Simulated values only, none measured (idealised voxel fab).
The process module presented herein is designated voxel released beams.
Each square cell in cross-section cut measures 5 nm, and the section as a whole is 205 nm wide.
Notation: cross-section as square-cell grid; stated in bands, top first, going down; one or more cell rows per band. Quick guide to a band line: top height, bottom height (nm) up front; then every material left to right with its width in nm. Only one material and it's marked "everywhere"? Then it fills the band edge to edge. And "empty" just means empty space. We count height from 0. Below that, the starting wafer is all one material. The lowest band never ends at the bottom but goes on down; see "0 down" for how that is written. The notation "30->40" denotes a width that varies across the rows of cells in the band, beginning at the first number in the top row, finishing at the second number in the bottom row, and changing by an identical amount from each row to the next. A step reported as "nothing different" is a step in which no cell of the cross-section changed. Under "Enclosed void list" you'll find the enclosed gaps, the ones with no way out to the top, that are 8 cells or bigger; each reads width x height at distance, with distance counted from the left edge, everything in nm. Past the settings on a step's line: simulator remark, on that step. overlay nm, on a step with a mask: how far to the right of its planned place the mask lay; to the left if negative.
**The process steps that were planned are listed below**
| 1 | RECEIVE: material Si |
| 2 | CONFORMAL_DEP: material SiN, thk nm 5 |
| 3 | DIRECTIONAL_DEP: material SiO2, thk nm 20 |
| 4 | MASKED_ETCH: tone open, mask id ANCHOR, width nm 45, etch materials SiO2, depth nm 20, overlay nm 0 |
| 5 | CONFORMAL_DEP: material W, thk nm 15 |
| 6 | DIRECTIONAL_DEP: material aC, thk nm 15 |
| 7 | PATTERN: tone cover, mask id BEAM, material resist, width nm 120, thk nm 35, overlay nm 0 |
| 8 | DIRECTIONAL_ETCH: etch materials aC, depth nm 15 |
| 9 | STRIP: etch materials resist |
| 10 | DIRECTIONAL_ETCH: etch materials W, depth nm 15 |
| 11 | STRIP: etch materials aC |
| 12 | STRIP: etch materials SiO2 |
**First wafer out of two, processed as planned**
**Cross-section of the wafer as it came to us, i.e., already through step 1**
0 down | Si everywhere
Enclosed void list: none
**Cross-sectional representation of the wafer at the conclusion of step 2**
5 to 0 | SiN everywhere
All layers under 0 are left as they were.
**Cross-sectional representation of the wafer at the conclusion of step 3**
25 to 5 | SiO2 everywhere
All layers under 5 are left as they were.
**Cross-sectional representation of the wafer at the conclusion of step 4**
25 to 5 | 45 SiO2 / 45 empty / 115 SiO2
All layers under 5 are left as they were.
**Cross-sectional representation of the wafer at the conclusion of step 5**
40 to 25 | 60 W / 15 empty / 130 W
25 to 20 | 45 SiO2 / 15 W / 15 empty / 15 W / 115 SiO2
20 to 5 | 45 SiO2 / 45 W / 115 SiO2
All layers under 5 are left as they were.
**Cross-sectional representation of the wafer at the conclusion of step 6**
55 to 40 | 60 aC / 15 empty / 130 aC
40 to 35 | 60 W / 15 empty / 130 W
35 to 25 | 60 W / 15 aC / 130 W
25 to 20 | 45 SiO2 / 15 W / 15 aC / 15 W / 115 SiO2
All layers under 20 are left as they were.
**Cross-sectional representation of the wafer at the conclusion of step 7**
90 to 55 | 40 empty / 120 resist / 45 empty
55 to 40 | 60 aC / 15 resist / 130 aC
40 to 35 | 60 W / 15 resist / 130 W
All layers under 35 are left as they were.
**Cross-sectional representation of the wafer at the conclusion of step 8**
75 to 55 | 40 empty / 120 resist / 45 empty
55 to 40 | 40 empty / 20 aC / 15 resist / 85 aC / 45 empty
All layers under 40 are left as they were.
**Cross-sectional representation of the wafer at the conclusion of step 9**
55 to 40 | 40 empty / 20 aC / 15 empty / 85 aC / 45 empty
40 to 35 | 60 W / 15 empty / 130 W
All layers under 35 are left as they were.
**Cross-sectional representation of the wafer at the conclusion of step 10**
55 to 40 | 40 empty / 20 aC / 15 empty / 85 aC / 45 empty
40 to 35 | 40 empty / 20 W / 15 empty / 85 W / 45 empty
35 to 25 | 40 empty / 20 W / 15 aC / 85 W / 45 empty
All layers under 25 are left as they were.
**Cross-sectional representation of the wafer at the conclusion of step 11**
40 to 25 | 40 empty / 20 W / 15 empty / 85 W / 45 empty
25 to 20 | 45 SiO2 / 15 W / 15 empty / 15 W / 115 SiO2
All layers under 20 are left as they were.
**Cross-sectional representation of the wafer at the conclusion of step 12**
40 to 25 | 40 empty / 20 W / 15 empty / 85 W / 45 empty
25 to 20 | 45 empty / 15 W / 15 empty / 15 W / 115 empty
20 to 5 | 45 empty / 45 W / 115 empty
All layers under 5 are left as they were.
**Here the second wafer is described. Its start and its plan were those of the first wafer. Its run contained one mistake. Up to and including step 6, it did exactly what the first wafer did**
**The second wafer cut through, at the time step 7 was supposed to be finished**
90 to 55 | 50 empty / 120 resist / 35 empty
55 to 40 | 60 aC / 15 resist / 130 aC
40 to 35 | 60 W / 15 resist / 130 W
All layers under 35 are left as they were.
**The second wafer cut through, at the time step 8 was supposed to be finished**
75 to 55 | 50 empty / 120 resist / 35 empty
55 to 40 | 50 empty / 10 aC / 15 resist / 95 aC / 35 empty
All layers under 40 are left as they were.
**The second wafer cut through, at the time step 9 was supposed to be finished**
55 to 40 | 50 empty / 10 aC / 15 empty / 95 aC / 35 empty
40 to 35 | 60 W / 15 empty / 130 W
All layers under 35 are left as they were.
**The second wafer cut through, at the time step 10 was supposed to be finished**
55 to 40 | 50 empty / 10 aC / 15 empty / 95 aC / 35 empty
40 to 35 | 50 empty / 10 W / 15 empty / 95 W / 35 empty
35 to 25 | 50 empty / 10 W / 15 aC / 95 W / 35 empty
All layers under 25 are left as they were.
**The second wafer cut through, at the time step 11 was supposed to be finished**
40 to 25 | 50 empty / 10 W / 15 empty / 95 W / 35 empty
25 to 20 | 45 SiO2 / 15 W / 15 empty / 15 W / 115 SiO2
All layers under 20 are left as they were.
**The second wafer cut through, at the time step 12 was supposed to be finished**
40 to 25 | 50 empty / 10 W / 15 empty / 95 W / 35 empty
25 to 20 | 45 empty / 15 W / 15 empty / 15 W / 115 empty
20 to 5 | 45 empty / 45 W / 115 empty
All layers under 5 are left as they were.
Processing error: so step 7 ended up running with a different setting than we planned, it ran as PATTERN: tone cover, mask id BEAM, material resist, width nm 120, thk nm 35, overlay nm 10
The two final wafers agree on how many cells each material fills and disagree on which cells those are.
